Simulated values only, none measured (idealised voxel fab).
The document below concerns the process module designated voxel gate over fins.
Cross-section cut: width 225 nm, square cells of 5 nm.
Cross-section layout: square cells on a grid; listed as bands, top to bottom; a band spans one or more cell rows.
The entry gives the band's vertical extent as a top height and a bottom height in nm, then its horizontal make-up as materials from left to right, each with a width in nm. "empty" stands for empty space; a single material marked "everywhere" fills the band edge to edge.
Basically, 0 is our baseline, since under it the wafer straight out of the box is all one material. The bottom band has no lower end and keeps on going down, so it looks like "0..down".
Width spec "30 to 40" -> top row of cells at first value, bottom row at second value, equal per-row change in between.
"nothing changed" after a step means that no cell of the cross-section changed.
You'll see "Sealed internal voids" listing empty spaces that have no way open to the top, as long as they're 8 cells or more; the notation is width x height at distance, where the distance is from the left edge, and all of it is in nm.
Where a step's line continues beyond its settings, the continuation is a remark by the simulator itself on that step.
overlay nm: for a step with a mask, the amount by which the mask lay right of where it was planned; a negative amount means left of it.

Set out below are the planned steps of the process:
| 1 | RECEIVE | material Si |
| 2 | CONFORMAL_DEP | material SiN | thk nm 10 |
| 3 | PATTERN | tone cover | mask id FINS | material resist | width nm 15 | pitch nm 35 | thk nm 20 | overlay nm 0 |
| 4 | DIRECTIONAL_ETCH | etch materials SiN | depth nm 10 |
| 5 | DIRECTIONAL_ETCH | etch materials Si | depth nm 30 |
| 6 | STRIP | etch materials resist |
| 7 | OXIDIZE | depth nm 5 |
| 8 | FILL_DEP | material SiO2 | thk nm 10 |
| 9 | CMP | height nm 10 |
| 10 | SELECTIVE_ETCH | etch materials SiO2 | depth nm 25 |
| 11 | STRIP | etch materials SiN |
| 12 | CONFORMAL_DEP | material HfO2 | thk nm 5 |
| 13 | CONFORMAL_DEP | material TiN | thk nm 5 |
| 14 | CONFORMAL_DEP | material TiAl | thk nm 5 |
| 15 | CONFORMAL_DEP | material TiN | thk nm 5 |
| 16 | FILL_DEP | material W | thk nm 15 |
| 17 | CMP | height nm 30 |
| 18 | CONFORMAL_DEP | material SiN | thk nm 10 |

First of two wafers: run as planned:

as received, after step 1:
	0..down = Si everywhere
	Sealed internal voids: none

Cross-section of the wafer after step 2:
	10..0 = SiN everywhere
	Below 0, the layers are the same as they were.

Cross-section of the wafer after step 3:
	30..10 = empty=70, resist=15, empty=20, resist=15, empty=20, resist=15, empty=70
	Below 10, the layers are the same as they were.

Cross-section of the wafer after step 4:
	30..10 = empty=70, resist=15, empty=20, resist=15, empty=20, resist=15, empty=70
	10..0 = empty=70, SiN=15, empty=20, SiN=15, empty=20, SiN=15, empty=70
	Below 0, the layers are the same as they were.

Cross-section of the wafer after step 5:
	30..10 = empty=70, resist=15, empty=20, resist=15, empty=20, resist=15, empty=70
	10..0 = empty=70, SiN=15, empty=20, SiN=15, empty=20, SiN=15, empty=70
	0..-30 = empty=70, Si=15, empty=20, Si=15, empty=20, Si=15, empty=70
	Below -30, the layers are the same as they were.

Cross-section of the wafer after step 6:
	10..0 = empty=70, SiN=15, empty=20, SiN=15, empty=20, SiN=15, empty=70
	Below 0, the layers are the same as they were.

Cross-section of the wafer after step 7:
	10..0 = empty=70, SiN=15, empty=20, SiN=15, empty=20, SiN=15, empty=70
	0..-30 = empty=70, SiO2=5, Si=5, SiO2=5, empty=20, SiO2=5, Si=5, SiO2=5, empty=20, SiO2=5, Si=5, SiO2=5, empty=70
	-30..-35 = SiO2=75, Si=5, SiO2=30, Si=5, SiO2=30, Si=5, SiO2=75
	Below -35, the layers are the same as they were.

Cross-section of the wafer after step 8:
	20..10 = SiO2 everywhere
	10..0 = SiO2=70, SiN=15, SiO2=20, SiN=15, SiO2=20, SiN=15, SiO2=70
	0..-35 = SiO2=75, Si=5, SiO2=30, Si=5, SiO2=30, Si=5, SiO2=75
	Below -35, the layers are the same as they were.

Cross-section of the wafer after step 9:
	10..0 = SiO2=70, SiN=15, SiO2=20, SiN=15, SiO2=20, SiN=15, SiO2=70
	Below 0, the layers are the same as they were.

Cross-section of the wafer after step 10:
	10..0 = empty=70, SiN=15, empty=20, SiN=15, empty=20, SiN=15, empty=70
	0..-15 = empty=75, Si=5, empty=30, Si=5, empty=30, Si=5, empty=75
	Below -15, the layers are the same as they were.

Cross-section of the wafer after step 11:
	0..-15 = empty=75, Si=5, empty=30, Si=5, empty=30, Si=5, empty=75
	Below -15, the layers are the same as they were.

Cross-section of the wafer after step 12:
	5..0 = empty=70, HfO2=15, empty=20, HfO2=15, empty=20, HfO2=15, empty=70
	0..-10 = empty=70, HfO2=5, Si=5, HfO2=5, empty=20, HfO2=5, Si=5, HfO2=5, empty=20, HfO2=5, Si=5, HfO2=5, empty=70
	-10..-15 = HfO2=75, Si=5, HfO2=30, Si=5, HfO2=30, Si=5, HfO2=75
	Below -15, the layers are the same as they were.

Cross-section of the wafer after step 13:
	10..5 = empty=65, TiN=25, empty=10, TiN=25, empty=10, TiN=25, empty=65
	5..0 = empty=65, TiN=5, HfO2=15, TiN=5, empty=10, TiN=5, HfO2=15, TiN=5, empty=10, TiN=5, HfO2=15, TiN=5, empty=65
	0..-5 = empty=65, TiN=5, HfO2=5, Si=5, HfO2=5, TiN=5, empty=10, TiN=5, HfO2=5, Si=5, HfO2=5, TiN=5, empty=10, TiN=5, HfO2=5, Si=5, HfO2=5, TiN=5, empty=65
	-5..-10 = TiN=70, HfO2=5, Si=5, HfO2=5, TiN=20, HfO2=5, Si=5, HfO2=5, TiN=20, HfO2=5, Si=5, HfO2=5, TiN=70
	Below -10, the layers are the same as they were.

Cross-section of the wafer after step 14:
	15..10 = empty=60, TiAl=105, empty=60
	10..5 = empty=60, TiAl=5, TiN=25, TiAl=10, TiN=25, TiAl=10, TiN=25, TiAl=5, empty=60
	5..0 = empty=60, TiAl=5, TiN=5, HfO2=15, TiN=5, TiAl=10, TiN=5, HfO2=15, TiN=5, TiAl=10, TiN=5, HfO2=15, TiN=5, TiAl=5, empty=60
	0..-5 = TiAl=65, TiN=5, HfO2=5, Si=5, HfO2=5, TiN=5, TiAl=10, TiN=5, HfO2=5, Si=5, HfO2=5, TiN=5, TiAl=10, TiN=5, HfO2=5, Si=5, HfO2=5, TiN=5, TiAl=65
	Below -5, the layers are the same as they were.

Cross-section of the wafer after step 15:
	20..15 = empty=55, TiN=115, empty=55
	15..10 = empty=55, TiN=5, TiAl=105, TiN=5, empty=55
	10..5 = empty=55, TiN=5, TiAl=5, TiN=25, TiAl=10, TiN=25, TiAl=10, TiN=25, TiAl=5, TiN=5, empty=55
	5..0 = TiN=60, TiAl=5, TiN=5, HfO2=15, TiN=5, TiAl=10, TiN=5, HfO2=15, TiN=5, TiAl=10, TiN=5, HfO2=15, TiN=5, TiAl=5, TiN=60
	Below 0, the layers are the same as they were.

Cross-section of the wafer after step 16:
	35..20 = W everywhere
	20..15 = W=55, TiN=115, W=55
	15..10 = W=55, TiN=5, TiAl=105, TiN=5, W=55
	10..5 = W=55, TiN=5, TiAl=5, TiN=25, TiAl=10, TiN=25, TiAl=10, TiN=25, TiAl=5, TiN=5, W=55
	Below 5, the layers are the same as they were.

Cross-section of the wafer after step 17:
	30..20 = W everywhere
	Below 20, the layers are the same as they were.

Cross-section of the wafer after step 18:
	40..30 = SiN everywhere
	Below 30, the layers are the same as they were.

Second wafer, same starting conditions and recipe as the first, one mistake in executing it, nothing differs from the first up to and including step 13:

Second wafer shown in cross-section at the time step 14 was slated to end:
	15..10 = empty=60, SiN=105, empty=60
	10..5 = empty=60, SiN=5, TiN=25, SiN=10, TiN=25, SiN=10, TiN=25, SiN=5, empty=60
	5..0 = empty=60, SiN=5, TiN=5, HfO2=15, TiN=5, SiN=10, TiN=5, HfO2=15, TiN=5, SiN=10, TiN=5, HfO2=15, TiN=5, SiN=5, empty=60
	0..-5 = SiN=65, TiN=5, HfO2=5, Si=5, HfO2=5, TiN=5, SiN=10, TiN=5, HfO2=5, Si=5, HfO2=5, TiN=5, SiN=10, TiN=5, HfO2=5, Si=5, HfO2=5, TiN=5, SiN=65
	Below -5, the layers are the same as they were.

Second wafer shown in cross-section at the time step 15 was slated to end:
	20..15 = empty=55, TiN=115, empty=55
	15..10 = empty=55, TiN=5, SiN=105, TiN=5, empty=55
	10..5 = empty=55, TiN=5, SiN=5, TiN=25, SiN=10, TiN=25, SiN=10, TiN=25, SiN=5, TiN=5, empty=55
	5..0 = TiN=60, SiN=5, TiN=5, HfO2=15, TiN=5, SiN=10, TiN=5, HfO2=15, TiN=5, SiN=10, TiN=5, HfO2=15, TiN=5, SiN=5, TiN=60
	Below 0, the layers are the same as they were.

Second wafer shown in cross-section at the time step 16 was slated to end:
	35..20 = W everywhere
	20..15 = W=55, TiN=115, W=55
	15..10 = W=55, TiN=5, SiN=105, TiN=5, W=55
	10..5 = W=55, TiN=5, SiN=5, TiN=25, SiN=10, TiN=25, SiN=10, TiN=25, SiN=5, TiN=5, W=55
	Below 5, the layers are the same as they were.

Second wafer shown in cross-section at the time step 17 was slated to end:
	30..20 = W everywhere
	Below 20, the layers are the same as they were.

Second wafer shown in cross-section at the time step 18 was slated to end:
	40..30 = SiN everywhere
	Below 30, the layers are the same as they were.
Deviation from plan: step 14 did not use the planned setting and instead ran as CONFORMAL_DEP | material SiN | thk nm 5
Final wafer comparison in cells, second versus first, more or fewer per material: 63 more of SiN, 63 fewer of TiAl
